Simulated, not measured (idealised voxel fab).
The name of this process module is voxel ribs on slabs.
Square cell edge 5 nm, section width 275 nm, ID cut.
This document writes a cross-section as a grid whose cells are square, and gives it as bands, listed from the top down; one or more rows of cells form a band.
Top height, bottom height, nm. Materials left to right, width each, nm. Single material + "throughout" = fills band edge to edge. "empty" = empty.
Height reference: 0 = level under which incoming wafer is all one material. Lowest band: no bottom, runs on downward, e.g. "0..down".
Width spec "30 to 40" -> top row of cells at first value, bottom row at second value, equal per-row change in between.
For the purposes of this document, the phrase "same as before" attached to a step denotes that no cell within the cross-section was modified by that step.
Entry "Listed closed voids" = empty spaces >= 8 cells with no open way to the top; each as width x height at distance, distance from left edge, all nm.
On a step's line, text after the settings is the simulator commenting on that step.
overlay nm: on a step with a mask, how far right of its planned place the mask lay; negative means left.

The process steps that were planned are listed below:
1 op RECEIVE | material Si
2 op DIRECTIONAL_DEP | material SiO2 | thk nm 25
3 op DIRECTIONAL_DEP | material SiN | thk nm 15
4 op MASKED_ETCH | tone cover | mask id RIB | width nm 25 | etch materials SiN | depth nm 5 | overlay nm 0
5 op DIRECTIONAL_DEP | material aC | thk nm 15
6 op PATTERN | tone cover | mask id SLAB | material resist | width nm 55 | thk nm 35 | overlay nm 0
7 op DIRECTIONAL_ETCH | etch materials aC | depth nm 15
8 op STRIP | etch materials resist
9 op DIRECTIONAL_ETCH | etch materials SiN | depth nm 10
10 op STRIP | etch materials aC
11 op FILL_DEP | material SiO2 | thk nm 15
12 op CMP | height nm 50
13 op DIRECTIONAL_DEP | material W | thk nm 10
14 op PATTERN | tone cover | mask id HEATER | material resist | width nm 35 | thk nm 20 | overlay nm 0
15 op DIRECTIONAL_ETCH | etch materials W | depth nm 10
16 op STRIP | etch materials resist
17 op CONFORMAL_DEP | material SiN | thk nm 10

First of two wafers: run as planned:

Step 1 complete: cross-section of the wafer as received:
* 0..down: Si throughout
* Listed closed voids: none

Upon completion of step 2, the wafer appears in cross-section as shown:
* 25..0: SiO2 throughout
* Anything lower than 0 is untouched.

Upon completion of step 3, the wafer appears in cross-section as shown:
* 40..25: SiN throughout
* Anything lower than 25 is untouched.

Upon completion of step 4, the wafer appears in cross-section as shown:
* 40..35: empty (125); SiN (25); empty (125)
* Anything lower than 35 is untouched.

Upon completion of step 5, the wafer appears in cross-section as shown:
* 55..50: empty (125); aC (25); empty (125)
* 50..40: aC throughout
* 40..35: aC (125); SiN (25); aC (125)
* Anything lower than 35 is untouched.

Upon completion of step 6, the wafer appears in cross-section as shown:
* 90..55: empty (110); resist (55); empty (110)
* 55..50: empty (110); resist (15); aC (25); resist (15); empty (110)
* Anything lower than 50 is untouched.

Upon completion of step 7, the wafer appears in cross-section as shown:
* 75..55: empty (110); resist (55); empty (110)
* 55..50: empty (110); resist (15); aC (25); resist (15); empty (110)
* 50..40: empty (110); aC (55); empty (110)
* 40..35: empty (110); aC (15); SiN (25); aC (15); empty (110)
* Anything lower than 35 is untouched.

Upon completion of step 8, the wafer appears in cross-section as shown:
* 55..50: empty (125); aC (25); empty (125)
* Anything lower than 50 is untouched.

Upon completion of step 9, the wafer appears in cross-section as shown:
* 55..50: empty (125); aC (25); empty (125)
* 50..40: empty (110); aC (55); empty (110)
* 40..35: empty (110); aC (15); SiN (25); aC (15); empty (110)
* 35..25: empty (110); SiN (55); empty (110)
* Anything lower than 25 is untouched.

Upon completion of step 10, the wafer appears in cross-section as shown:
* 40..35: empty (125); SiN (25); empty (125)
* Anything lower than 35 is untouched.

Upon completion of step 11, the wafer appears in cross-section as shown:
* 55..40: SiO2 throughout
* 40..35: SiO2 (125); SiN (25); SiO2 (125)
* 35..25: SiO2 (110); SiN (55); SiO2 (110)
* Anything lower than 25 is untouched.

Upon completion of step 12, the wafer appears in cross-section as shown:
* 50..40: SiO2 throughout
* Anything lower than 40 is untouched.

Upon completion of step 13, the wafer appears in cross-section as shown:
* 60..50: W throughout
* Anything lower than 50 is untouched.

Upon completion of step 14, the wafer appears in cross-section as shown:
* 80..60: empty (120); resist (35); empty (120)
* Anything lower than 60 is untouched.

Upon completion of step 15, the wafer appears in cross-section as shown:
* 80..60: empty (120); resist (35); empty (120)
* 60..50: empty (120); W (35); empty (120)
* Anything lower than 50 is untouched.

Upon completion of step 16, the wafer appears in cross-section as shown:
* 60..50: empty (120); W (35); empty (120)
* Anything lower than 50 is untouched.

Upon completion of step 17, the wafer appears in cross-section as shown:
* 70..60: empty (110); SiN (55); empty (110)
* 60..50: SiN (120); W (35); SiN (120)
* Anything lower than 50 is untouched.

The Second Wafer: Common Origin and Plan, One Mistake in Execution, Identical to the First Through Step 12:

Cross-section of the second wafer corresponding to the planned conclusion of step 13:
* 55..50: W throughout
* Anything lower than 50 is untouched.

Cross-section of the second wafer corresponding to the planned conclusion of step 14:
* 75..55: empty (120); resist (35); empty (120)
* Anything lower than 55 is untouched.

Cross-section of the second wafer corresponding to the planned conclusion of step 15:
* 75..55: empty (120); resist (35); empty (120)
* 55..50: empty (120); W (35); empty (120)
* Anything lower than 50 is untouched.

Cross-section of the second wafer corresponding to the planned conclusion of step 16:
* 55..50: empty (120); W (35); empty (120)
* Anything lower than 50 is untouched.

Cross-section of the second wafer corresponding to the planned conclusion of step 17:
* 65..60: empty (110); SiN (55); empty (110)
* 60..55: SiN throughout
* 55..50: SiN (120); W (35); SiN (120)
* Anything lower than 50 is untouched.
Nonconformance to the process plan: planned and actual differ for step 13; actual: op DIRECTIONAL_DEP | material W | thk nm 5
Count the cells at the end and the second wafer has more or fewer of some materials than the first: 4 fewer of SiN | 7 fewer of W
